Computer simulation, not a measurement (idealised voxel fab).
process module | voxel self aligned contacts
cross-section cut | 170 nm wide | cells 5 nm
A cross-section is a grid of square cells, given in bands from the top down. A band is one or more rows of cells.
Each band's line starts with the height of the band's top and of its bottom, in nm. Then come its materials from left to right, each with its width in nm. One material with "throughout" fills the band from edge to edge. "air" is empty space.
Height 0 is the level under which the wafer as received is all one material. The lowest band goes on downwards, as in "0 down".
A width such as "30 to 40" changes by the same amount from each row of cells to the next, from the band's top row to its bottom row.
"no change" after a step means that no cell of the cross-section changed.
closed voids: empty space of 8 cells or more with no open way to the top, each as width x height at its distance from the left edge, in nm
after a step's settings: what the simulator itself notes on the step
overlay nm, on a step with a mask: how far to the right of its planned place the mask lay; to the left if negative
plan
1 op RECEIVE | material Si
2 op OXIDIZE | depth nm 5
3 op DIRECTIONAL_DEP | material polySi | thk nm 30
4 op DIRECTIONAL_DEP | material SiN | thk nm 20
5 op PATTERN | tone cover | mask id GATE | material resist | width nm 25 | pitch nm 50 | thk nm 20 | overlay nm 0
6 op DIRECTIONAL_ETCH | etch materials SiN | depth nm 20
7 op DIRECTIONAL_ETCH | etch materials polySi | depth nm 30
8 op STRIP | etch materials resist
9 op CONFORMAL_DEP | material SiN | thk nm 5
10 op DIRECTIONAL_ETCH | etch materials SiN | depth nm 5
11 op FILL_DEP | material SiO2 | thk nm 15
12 op CMP | height nm 55
13 op MASKED_ETCH | tone open | mask id CONTACT | width nm 35 | etch materials SiO2 | depth nm 60 | overlay nm 0
14 op CONFORMAL_DEP | material TiN | thk nm 5
15 op FILL_DEP | material W | thk nm 10
16 op CMP | height nm 55
17 op CONFORMAL_DEP | material SiCN | thk nm 5
as received, after step 1
  0 down: Si throughout
  closed voids: none
first wafer at the end, as planned
  60 to 55: SiCN throughout
  55 to 50: SiO2 65 | TiN 15 | W 5 | TiN 15 | SiO2 70
  50 to 30: SiO2 40 | SiN 35 | TiN 5 | W 5 | TiN 5 | SiN 35 | SiO2 45
  30 to 0: SiO2 40 | SiN 5 | polySi 25 | SiN 5 | TiN 5 | W 5 | TiN 5 | SiN 5 | polySi 25 | SiN 5 | SiO2 45
  0 to -5: SiO2 75 | TiN 15 | SiO2 80
  -5 down: Si throughout
  closed voids: none
second wafer at the end: like start, like plan, one mistake
  60 to 55: SiCN throughout
  55 to 50: SiO2 60 | TiN 20 | W 5 | TiN 20 | SiO2 65
  50 to 30: SiO2 40 | SiN 35 | TiN 5 | W 5 | TiN 5 | SiN 35 | SiO2 45
  30 to 0: SiO2 40 | SiN 5 | polySi 25 | SiN 5 | TiN 5 | W 5 | TiN 5 | SiN 5 | polySi 25 | SiN 5 | SiO2 45
  0 to -5: SiO2 75 | TiN 15 | SiO2 80
  -5 down: Si throughout
  closed voids: none
what went wrong: step 13 ran as: op MASKED_ETCH | tone open | mask id CONTACT | width nm 45 | etch materials SiO2 | depth nm 60 | overlay nm 0
at the end the second wafer has, in cells: 2 fewer of SiO2 | 2 more of TiN
